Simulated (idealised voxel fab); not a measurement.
This section sets out a process module, namely voxel lift off.
FYI the section here is cut, 220 nm wide, cells are 5 nm squares.
Reading order for cross-sections: top band down to bottom band. Underlying form: a grid of square cells. Band size: one or more rows of cells. Heads up on the band format: heights come first, top then bottom, in nm. After that it's the materials left to right, each with its width in nm. A single material flagged "throughout" fills the whole band edge to edge, and "air" means there's empty space there. Where do heights start? At 0: under that level the wafer as delivered is made of one material only. And the lowest band has no floor; it just carries on downward, as in "0 down". Width: "30->40" (first number = top row, second number = bottom row, same change from row to row of cells). "no modifications" (step): cross-section cells unchanged, all of them. This entry, "Enclosed void inventory", enumerates those empty regions of no fewer than 8 cells that possess no open connection to the top. Each region is reported in the form width x height at distance, the distance being taken from the left edge, with all three quantities expressed in nm. Text after the settings on a step's line: the simulator's own remark on that step. A step's line can hold "overlay nm"; with a mask on that step, the setting says how far right of the planned place the mask lay, while a negative setting says it lay to the left.

Intended process steps:
| 1 | RECEIVE (material Si) |
| 2 | CONFORMAL_DEP (material SiN; thk nm 5) |
| 3 | PATTERN (tone open; mask id LINES; material resist; width nm 25; pitch nm 50; thk nm 20; overlay nm -5) |
| 4 | DIRECTIONAL_DEP (material Ru; thk nm 10) |
| 5 | STRIP (etch materials resist) |
| 6 | CONFORMAL_DEP (material SiCN; thk nm 10) |
Among the wafers covered here, the point of difference is the overlay nm at step 3; their starting state is shared, and the plan presents the value of the first wafer.

The as-received cross-section of the first of several wafers corresponds to the state after step 1:
    0 down: Si throughout
    Enclosed void inventory: none

Tabulated below, wafer by wafer, are the end-of-module results: for each material, the number of cells gained (+) or lost (-) relative to the as-received state, followed by the closed voids:
overlay nm -5 | +40 Ru | +120 SiCN | +44 SiN | Enclosed void inventory: none
overlay nm 0 | +40 Ru | +120 SiCN | +44 SiN | Enclosed void inventory: none
overlay nm 5 | +40 Ru | +120 SiCN | +44 SiN | Enclosed void inventory: none
overlay nm 10 | +40 Ru | +120 SiCN | +44 SiN | Enclosed void inventory: none
